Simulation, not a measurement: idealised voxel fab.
Proc. module: voxel spacer lines
150 nm wide, 5 nm square cells: that's cross-section cut.
Cross-section, as written here: a square-cell grid given band by band from the top down, where a band holds one or more rows of cells. The band entry comprises the height of the band's top followed by the height of its bottom, expressed in nm, and subsequently the band's materials from left to right, each stated together with its width in nm. Where a single material is marked with the word "all across", that material fills the band from edge to edge. The word "air" represents empty space. We count height from 0. Below that, the starting wafer is all one material. The lowest band never ends at the bottom but goes on down; see "0 nm and below" for how that is written. Quick explanation for "30 to 40": the width changes in equal steps down the rows of cells, from the first number in the band's top row to the second number in its bottom row. "no alteration", as given for a step, is the statement that not any cell of the cross-section underwent a change during that step. Entry "Sealed-off cavities". Content: empty spaces with no open connection to the top, size 8 cells or greater. Each: width x height at distance. Distance: from left edge. Unit: nm. Where a step's line continues beyond its settings, the continuation is a remark by the simulator itself on that step. The line of a step may include "overlay nm". On a step with a mask, this value is how far to the right of its planned place the mask lay. A negative value means the mask lay to the left.
-- Steps planned for the process
1 RECEIVE (material Si)
2 CONFORMAL_DEP (material Al2O3; thk nm 5)
3 DIRECTIONAL_DEP (material SiN; thk nm 20)
4 DIRECTIONAL_DEP (material aC; thk nm 20)
5 PATTERN (tone cover; mask id MANDREL; material resist; width nm 25; pitch nm 80; thk nm 30; overlay nm 0)
6 DIRECTIONAL_ETCH (etch materials aC; depth nm 20)
7 STRIP (etch materials resist)
8 CONFORMAL_DEP (material SiO2; thk nm 15)
9 DIRECTIONAL_ETCH (etch materials SiO2; depth nm 15)
10 STRIP (etch materials aC)
11 DIRECTIONAL_ETCH (etch materials SiN; depth nm 20)
12 STRIP (etch materials SiO2)
-- The following pertains to the first of two wafers, which was processed as planned
-- Received-state cross-section, reflecting completion of step 1
* 0 nm and below | Si all across
* Sealed-off cavities: none
-- How the wafer stands in section after step 2
* 5 nm to 0 nm | Al2O3 all across
* Unchanged below 0.
-- How the wafer stands in section after step 3
* 25 nm to 5 nm | SiN all across
* Unchanged below 5.
-- How the wafer stands in section after step 4
* 45 nm to 25 nm | aC all across
* Unchanged below 25.
-- How the wafer stands in section after step 5
* 75 nm to 45 nm | air 20 nm / resist 25 nm / air 55 nm / resist 25 nm / air 25 nm
* Unchanged below 45.
-- How the wafer stands in section after step 6
* 55 nm to 45 nm | air 20 nm / resist 25 nm / air 55 nm / resist 25 nm / air 25 nm
* 45 nm to 25 nm | air 20 nm / aC 25 nm / air 55 nm / aC 25 nm / air 25 nm
* Unchanged below 25.
-- How the wafer stands in section after step 7
* 45 nm to 25 nm | air 20 nm / aC 25 nm / air 55 nm / aC 25 nm / air 25 nm
* Unchanged below 25.
-- How the wafer stands in section after step 8
* 60 nm to 45 nm | air 5 nm / SiO2 55 nm / air 25 nm / SiO2 55 nm / air 10 nm
* 45 nm to 40 nm | air 5 nm / SiO2 15 nm / aC 25 nm / SiO2 15 nm / air 25 nm / SiO2 15 nm / aC 25 nm / SiO2 15 nm / air 10 nm
* 40 nm to 25 nm | SiO2 20 nm / aC 25 nm / SiO2 55 nm / aC 25 nm / SiO2 25 nm
* Unchanged below 25.
-- How the wafer stands in section after step 9
* 45 nm to 25 nm | air 5 nm / SiO2 15 nm / aC 25 nm / SiO2 15 nm / air 25 nm / SiO2 15 nm / aC 25 nm / SiO2 15 nm / air 10 nm
* Unchanged below 25.
-- How the wafer stands in section after step 10
* 45 nm to 25 nm | air 5 nm / SiO2 15 nm / air 25 nm / SiO2 15 nm / air 25 nm / SiO2 15 nm / air 25 nm / SiO2 15 nm / air 10 nm
* Unchanged below 25.
-- How the wafer stands in section after step 11
* 45 nm to 25 nm | air 5 nm / SiO2 15 nm / air 25 nm / SiO2 15 nm / air 25 nm / SiO2 15 nm / air 25 nm / SiO2 15 nm / air 10 nm
* 25 nm to 5 nm | air 5 nm / SiN 15 nm / air 25 nm / SiN 15 nm / air 25 nm / SiN 15 nm / air 25 nm / SiN 15 nm / air 10 nm
* Unchanged below 5.
-- How the wafer stands in section after step 12
* 25 nm to 5 nm | air 5 nm / SiN 15 nm / air 25 nm / SiN 15 nm / air 25 nm / SiN 15 nm / air 25 nm / SiN 15 nm / air 10 nm
* Unchanged below 5.
-- Notes, second wafer: start = first wafer's, plan = first wafer's, execution had one mistake; history identical to first through step 2
-- What the second wafer looks like in cross-section when step 3 should have wrapped up
* 35 nm to 5 nm | SiN all across
* Unchanged below 5.
-- What the second wafer looks like in cross-section when step 4 should have wrapped up
* 55 nm to 35 nm | aC all across
* Unchanged below 35.
-- What the second wafer looks like in cross-section when step 5 should have wrapped up
* 85 nm to 55 nm | air 20 nm / resist 25 nm / air 55 nm / resist 25 nm / air 25 nm
* Unchanged below 55.
-- What the second wafer looks like in cross-section when step 6 should have wrapped up
* 65 nm to 55 nm | air 20 nm / resist 25 nm / air 55 nm / resist 25 nm / air 25 nm
* 55 nm to 35 nm | air 20 nm / aC 25 nm / air 55 nm / aC 25 nm / air 25 nm
* Unchanged below 35.
-- What the second wafer looks like in cross-section when step 7 should have wrapped up
* 55 nm to 35 nm | air 20 nm / aC 25 nm / air 55 nm / aC 25 nm / air 25 nm
* Unchanged below 35.
-- What the second wafer looks like in cross-section when step 8 should have wrapped up
* 70 nm to 55 nm | air 5 nm / SiO2 55 nm / air 25 nm / SiO2 55 nm / air 10 nm
* 55 nm to 50 nm | air 5 nm / SiO2 15 nm / aC 25 nm / SiO2 15 nm / air 25 nm / SiO2 15 nm / aC 25 nm / SiO2 15 nm / air 10 nm
* 50 nm to 35 nm | SiO2 20 nm / aC 25 nm / SiO2 55 nm / aC 25 nm / SiO2 25 nm
* Unchanged below 35.
-- What the second wafer looks like in cross-section when step 9 should have wrapped up
* 55 nm to 35 nm | air 5 nm / SiO2 15 nm / aC 25 nm / SiO2 15 nm / air 25 nm / SiO2 15 nm / aC 25 nm / SiO2 15 nm / air 10 nm
* Unchanged below 35.
-- What the second wafer looks like in cross-section when step 10 should have wrapped up
* 55 nm to 35 nm | air 5 nm / SiO2 15 nm / air 25 nm / SiO2 15 nm / air 25 nm / SiO2 15 nm / air 25 nm / SiO2 15 nm / air 10 nm
* Unchanged below 35.
-- What the second wafer looks like in cross-section when step 11 should have wrapped up
* 55 nm to 35 nm | air 5 nm / SiO2 15 nm / air 25 nm / SiO2 15 nm / air 25 nm / SiO2 15 nm / air 25 nm / SiO2 15 nm / air 10 nm
* 35 nm to 15 nm | air 5 nm / SiN 15 nm / air 25 nm / SiN 15 nm / air 25 nm / SiN 15 nm / air 25 nm / SiN 15 nm / air 10 nm
* Unchanged below 15.
-- What the second wafer looks like in cross-section when step 12 should have wrapped up
* 35 nm to 15 nm | air 5 nm / SiN 15 nm / air 25 nm / SiN 15 nm / air 25 nm / SiN 15 nm / air 25 nm / SiN 15 nm / air 10 nm
* Unchanged below 15.
Run error: off-plan run, step 3, actual operation and settings DIRECTIONAL_DEP (material SiN; thk nm 30)
Final wafer comparison in cells, second versus first, more or fewer per material: 60 more of SiN
